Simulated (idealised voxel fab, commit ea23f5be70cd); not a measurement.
process module | voxel capacitor over wiring
cross-section cut | 140 nm wide | cells 5 nm
A cross-section is a grid of square cells, given in bands from the top down. A band is one or more rows of cells.
Each band's line starts with the height of the band's top and of its bottom, in nm. Then come its materials from left to right, each with its width in nm. One material with "throughout" fills the band from edge to edge. "air" is empty space.
Height 0 is the level under which the wafer as received is all one material. The lowest band goes on downwards, as in "0 down".
A width such as "30 to 40" changes by the same amount from each row of cells to the next, from the band's top row to its bottom row.
"no change" after a step means that no cell of the cross-section changed.
closed voids: empty space of 8 cells or more with no open way to the top, each as width x height at its distance from the left edge, in nm
after a step's settings: what the simulator itself notes on the step
overlay nm, on a step with a mask: how far to the right of its planned place the mask lay; to the left if negative
plan
1 op RECEIVE | material Si
2 op CONFORMAL_DEP | material SiO2 | thk nm 15
3 op DIRECTIONAL_DEP | material TiN | thk nm 5
4 op DIRECTIONAL_DEP | material W | thk nm 25
5 op MASKED_ETCH | tone cover | mask id METAL_1 | width nm 20 | pitch nm 75 | etch materials W | depth nm 25 | overlay nm 0
6 op MASKED_ETCH | tone cover | mask id METAL_1 | width nm 20 | pitch nm 75 | etch materials TiN | depth nm 5 | overlay nm 0
7 op FILL_DEP | material lowk | thk nm 5
8 op CMP | height nm 45
9 op CONFORMAL_DEP | material SiCN | thk nm 5
10 op DIRECTIONAL_DEP | material lowk | thk nm 15
11 op PATTERN | tone open | mask id PLUG_1 | material resist | width nm 15 | thk nm 20 | overlay nm 0
12 op DIRECTIONAL_ETCH | etch materials lowk | depth nm 15
13 op DIRECTIONAL_ETCH | etch materials SiCN | depth nm 5
14 op STRIP | etch materials resist
15 op EPI | material Ru | thk nm 10
16 op EPI | material Ru | thk nm 10
17 op DIRECTIONAL_DEP | material TiN | thk nm 5
18 op DIRECTIONAL_DEP | material SiN | thk nm 5
19 op DIRECTIONAL_DEP | material TiN | thk nm 10
20 op PATTERN | tone cover | mask id UPPER_PLATE | material resist | width nm 60 | thk nm 20 | overlay nm 0
21 op DIRECTIONAL_ETCH | etch materials TiN | depth nm 10
22 op DIRECTIONAL_ETCH | etch materials SiN | depth nm 5
23 op STRIP | etch materials resist
24 op DIRECTIONAL_DEP | material aC | thk nm 10
25 op PATTERN | tone cover | mask id LOWER_PLATE | material resist | width nm 70 | thk nm 30 | overlay nm 0
26 op DIRECTIONAL_ETCH | etch materials aC | depth nm 10
27 op STRIP | etch materials resist
28 op DIRECTIONAL_ETCH | etch materials TiN | depth nm 5
29 op STRIP | etch materials aC
30 op FILL_DEP | material SiO2 | thk nm 15
31 op CMP | height nm 95
32 op MASKED_ETCH | tone open | mask id PLUG_2 | width nm 15 | etch materials SiO2 | depth nm 10 | overlay nm 0
33 op CONFORMAL_DEP | material TiN | thk nm 5
34 op FILL_DEP | material Cu | thk nm 5
35 op CMP | height nm 95
36 op CONFORMAL_DEP | material SiCN | thk nm 5
first wafer, as planned
as received, after step 1
  0 down: Si throughout
  closed voids: none
after step 2
  15 to 0: SiO2 throughout
  below 0: unchanged
after step 3
  20 to 15: TiN throughout
  below 15: unchanged
after step 4
  45 to 20: W throughout
  below 20: unchanged
after step 5
  45 to 20: air 20 | W 20 | air 55 | W 20 | air 25
  below 20: unchanged
after step 6
  45 to 20: air 20 | W 20 | air 55 | W 20 | air 25
  20 to 15: air 20 | TiN 20 | air 55 | TiN 20 | air 25
  below 15: unchanged
after step 7
  50 to 45: lowk throughout
  45 to 20: lowk 20 | W 20 | lowk 55 | W 20 | lowk 25
  20 to 15: lowk 20 | TiN 20 | lowk 55 | TiN 20 | lowk 25
  below 15: unchanged
after step 8
  45 to 20: lowk 20 | W 20 | lowk 55 | W 20 | lowk 25
  below 20: unchanged
after step 9
  50 to 45: SiCN throughout
  below 45: unchanged
after step 10
  65 to 50: lowk throughout
  below 50: unchanged
after step 11
  85 to 65: resist 25 | air 15 | resist 100
  below 65: unchanged
after step 12
  85 to 65: resist 25 | air 15 | resist 100
  65 to 50: lowk 25 | air 15 | lowk 100
  below 50: unchanged
after step 13
  85 to 65: resist 25 | air 15 | resist 100
  65 to 50: lowk 25 | air 15 | lowk 100
  50 to 45: SiCN 25 | air 15 | SiCN 100
  below 45: unchanged
after step 14
  65 to 50: lowk 25 | air 15 | lowk 100
  below 50: unchanged
after step 15
  65 to 55: lowk 25 | air 15 | lowk 100
  55 to 50: lowk 25 | Ru 15 | lowk 100
  50 to 45: SiCN 25 | Ru 15 | SiCN 100
  below 45: unchanged
after step 16
  65 to 50: lowk 25 | Ru 15 | lowk 100
  below 50: unchanged
after step 17
  70 to 65: TiN throughout
  below 65: unchanged
after step 18
  75 to 70: SiN throughout
  below 70: unchanged
after step 19
  85 to 75: TiN throughout
  below 75: unchanged
after step 20
  105 to 85: air 25 | resist 60 | air 55
  below 85: unchanged
after step 21
  105 to 85: air 25 | resist 60 | air 55
  85 to 75: air 25 | TiN 60 | air 55
  below 75: unchanged
after step 22
  105 to 85: air 25 | resist 60 | air 55
  85 to 75: air 25 | TiN 60 | air 55
  75 to 70: air 25 | SiN 60 | air 55
  below 70: unchanged
after step 23
  85 to 75: air 25 | TiN 60 | air 55
  below 75: unchanged
after step 24
  95 to 85: air 25 | aC 60 | air 55
  85 to 80: air 25 | TiN 60 | air 55
  80 to 75: aC 25 | TiN 60 | aC 55
  75 to 70: aC 25 | SiN 60 | aC 55
  below 70: unchanged
after step 25
  125 to 95: air 20 | resist 70 | air 50
  95 to 85: air 20 | resist 5 | aC 60 | resist 5 | air 50
  85 to 80: air 20 | resist 5 | TiN 60 | resist 5 | air 50
  below 80: unchanged
after step 26
  115 to 95: air 20 | resist 70 | air 50
  95 to 85: air 20 | resist 5 | aC 60 | resist 5 | air 50
  85 to 80: air 20 | resist 5 | TiN 60 | resist 5 | air 50
  80 to 75: air 20 | aC 5 | TiN 60 | aC 5 | air 50
  75 to 70: air 20 | aC 5 | SiN 60 | aC 5 | air 50
  below 70: unchanged
after step 27
  95 to 85: air 25 | aC 60 | air 55
  85 to 80: air 25 | TiN 60 | air 55
  below 80: unchanged
after step 28
  95 to 85: air 25 | aC 60 | air 55
  85 to 80: air 25 | TiN 60 | air 55
  80 to 75: air 20 | aC 5 | TiN 60 | aC 5 | air 50
  75 to 70: air 20 | aC 5 | SiN 60 | aC 5 | air 50
  70 to 65: air 20 | TiN 70 | air 50
  below 65: unchanged
after step 29
  85 to 75: air 25 | TiN 60 | air 55
  75 to 70: air 25 | SiN 60 | air 55
  below 70: unchanged
after step 30
  100 to 85: SiO2 throughout
  85 to 75: SiO2 25 | TiN 60 | SiO2 55
  75 to 70: SiO2 25 | SiN 60 | SiO2 55
  70 to 65: SiO2 20 | TiN 70 | SiO2 50
  below 65: unchanged
after step 31
  95 to 85: SiO2 throughout
  below 85: unchanged
after step 32
  95 to 85: SiO2 35 | air 15 | SiO2 90
  below 85: unchanged
after step 33
  100 to 95: TiN 40 | air 5 | TiN 95
  95 to 90: SiO2 35 | TiN 5 | air 5 | TiN 5 | SiO2 90
  90 to 85: SiO2 35 | TiN 15 | SiO2 90
  below 85: unchanged
after step 34
  105 to 100: Cu throughout
  100 to 95: TiN 40 | Cu 5 | TiN 95
  95 to 90: SiO2 35 | TiN 5 | Cu 5 | TiN 5 | SiO2 90
  below 90: unchanged
after step 35
  95 to 90: SiO2 35 | TiN 5 | Cu 5 | TiN 5 | SiO2 90
  below 90: unchanged
after step 36
  100 to 95: SiCN throughout
  below 95: unchanged
second wafer: like start, like plan, one mistake. Through step 4 it matches the first wafer
when step 5 should have ended
  45 to 20: air 25 | W 15 | air 60 | W 15 | air 25
  below 20: unchanged
when step 6 should have ended
  45 to 20: air 25 | W 15 | air 60 | W 15 | air 25
  20 to 15: air 20 | TiN 20 | air 55 | TiN 20 | air 25
  below 15: unchanged
when step 7 should have ended
  50 to 45: lowk throughout
  45 to 20: lowk 25 | W 15 | lowk 60 | W 15 | lowk 25
  20 to 15: lowk 20 | TiN 20 | lowk 55 | TiN 20 | lowk 25
  below 15: unchanged
when step 8 should have ended
  45 to 20: lowk 25 | W 15 | lowk 60 | W 15 | lowk 25
  below 20: unchanged
when step 9 should have ended
  50 to 45: SiCN throughout
  below 45: unchanged
when step 10 should have ended
  65 to 50: lowk throughout
  below 50: unchanged
when step 11 should have ended
  85 to 65: resist 25 | air 15 | resist 100
  below 65: unchanged
when step 12 should have ended
  85 to 65: resist 25 | air 15 | resist 100
  65 to 50: lowk 25 | air 15 | lowk 100
  below 50: unchanged
when step 13 should have ended
  85 to 65: resist 25 | air 15 | resist 100
  65 to 50: lowk 25 | air 15 | lowk 100
  50 to 45: SiCN 25 | air 15 | SiCN 100
  below 45: unchanged
when step 14 should have ended
  65 to 50: lowk 25 | air 15 | lowk 100
  below 50: unchanged
when step 15 should have ended
  65 to 55: lowk 25 | air 15 | lowk 100
  55 to 50: lowk 25 | Ru 15 | lowk 100
  50 to 45: SiCN 25 | Ru 15 | SiCN 100
  below 45: unchanged
when step 16 should have ended
  65 to 50: lowk 25 | Ru 15 | lowk 100
  below 50: unchanged
when step 17 should have ended
  70 to 65: TiN throughout
  below 65: unchanged
when step 18 should have ended
  75 to 70: SiN throughout
  below 70: unchanged
when step 19 should have ended
  85 to 75: TiN throughout
  below 75: unchanged
when step 20 should have ended
  105 to 85: air 25 | resist 60 | air 55
  below 85: unchanged
when step 21 should have ended
  105 to 85: air 25 | resist 60 | air 55
  85 to 75: air 25 | TiN 60 | air 55
  below 75: unchanged
when step 22 should have ended
  105 to 85: air 25 | resist 60 | air 55
  85 to 75: air 25 | TiN 60 | air 55
  75 to 70: air 25 | SiN 60 | air 55
  below 70: unchanged
when step 23 should have ended
  85 to 75: air 25 | TiN 60 | air 55
  below 75: unchanged
when step 24 should have ended
  95 to 85: air 25 | aC 60 | air 55
  85 to 80: air 25 | TiN 60 | air 55
  80 to 75: aC 25 | TiN 60 | aC 55
  75 to 70: aC 25 | SiN 60 | aC 55
  below 70: unchanged
when step 25 should have ended
  125 to 95: air 20 | resist 70 | air 50
  95 to 85: air 20 | resist 5 | aC 60 | resist 5 | air 50
  85 to 80: air 20 | resist 5 | TiN 60 | resist 5 | air 50
  below 80: unchanged
when step 26 should have ended
  115 to 95: air 20 | resist 70 | air 50
  95 to 85: air 20 | resist 5 | aC 60 | resist 5 | air 50
  85 to 80: air 20 | resist 5 | TiN 60 | resist 5 | air 50
  80 to 75: air 20 | aC 5 | TiN 60 | aC 5 | air 50
  75 to 70: air 20 | aC 5 | SiN 60 | aC 5 | air 50
  below 70: unchanged
when step 27 should have ended
  95 to 85: air 25 | aC 60 | air 55
  85 to 80: air 25 | TiN 60 | air 55
  below 80: unchanged
when step 28 should have ended
  95 to 85: air 25 | aC 60 | air 55
  85 to 80: air 25 | TiN 60 | air 55
  80 to 75: air 20 | aC 5 | TiN 60 | aC 5 | air 50
  75 to 70: air 20 | aC 5 | SiN 60 | aC 5 | air 50
  70 to 65: air 20 | TiN 70 | air 50
  below 65: unchanged
when step 29 should have ended
  85 to 75: air 25 | TiN 60 | air 55
  75 to 70: air 25 | SiN 60 | air 55
  below 70: unchanged
when step 30 should have ended
  100 to 85: SiO2 throughout
  85 to 75: SiO2 25 | TiN 60 | SiO2 55
  75 to 70: SiO2 25 | SiN 60 | SiO2 55
  70 to 65: SiO2 20 | TiN 70 | SiO2 50
  below 65: unchanged
when step 31 should have ended
  95 to 85: SiO2 throughout
  below 85: unchanged
when step 32 should have ended
  95 to 85: SiO2 35 | air 15 | SiO2 90
  below 85: unchanged
when step 33 should have ended
  100 to 95: TiN 40 | air 5 | TiN 95
  95 to 90: SiO2 35 | TiN 5 | air 5 | TiN 5 | SiO2 90
  90 to 85: SiO2 35 | TiN 15 | SiO2 90
  below 85: unchanged
when step 34 should have ended
  105 to 100: Cu throughout
  100 to 95: TiN 40 | Cu 5 | TiN 95
  95 to 90: SiO2 35 | TiN 5 | Cu 5 | TiN 5 | SiO2 90
  below 90: unchanged
when step 35 should have ended
  95 to 90: SiO2 35 | TiN 5 | Cu 5 | TiN 5 | SiO2 90
  below 90: unchanged
when step 36 should have ended
  100 to 95: SiCN throughout
  below 95: unchanged
what went wrong: step 5 ran as: op MASKED_ETCH | tone cover | mask id METAL_1 | width nm 15 | pitch nm 75 | etch materials W | depth nm 25 | overlay nm 0
at the end the second wafer has, in cells: 10 fewer of W | 10 more of lowk
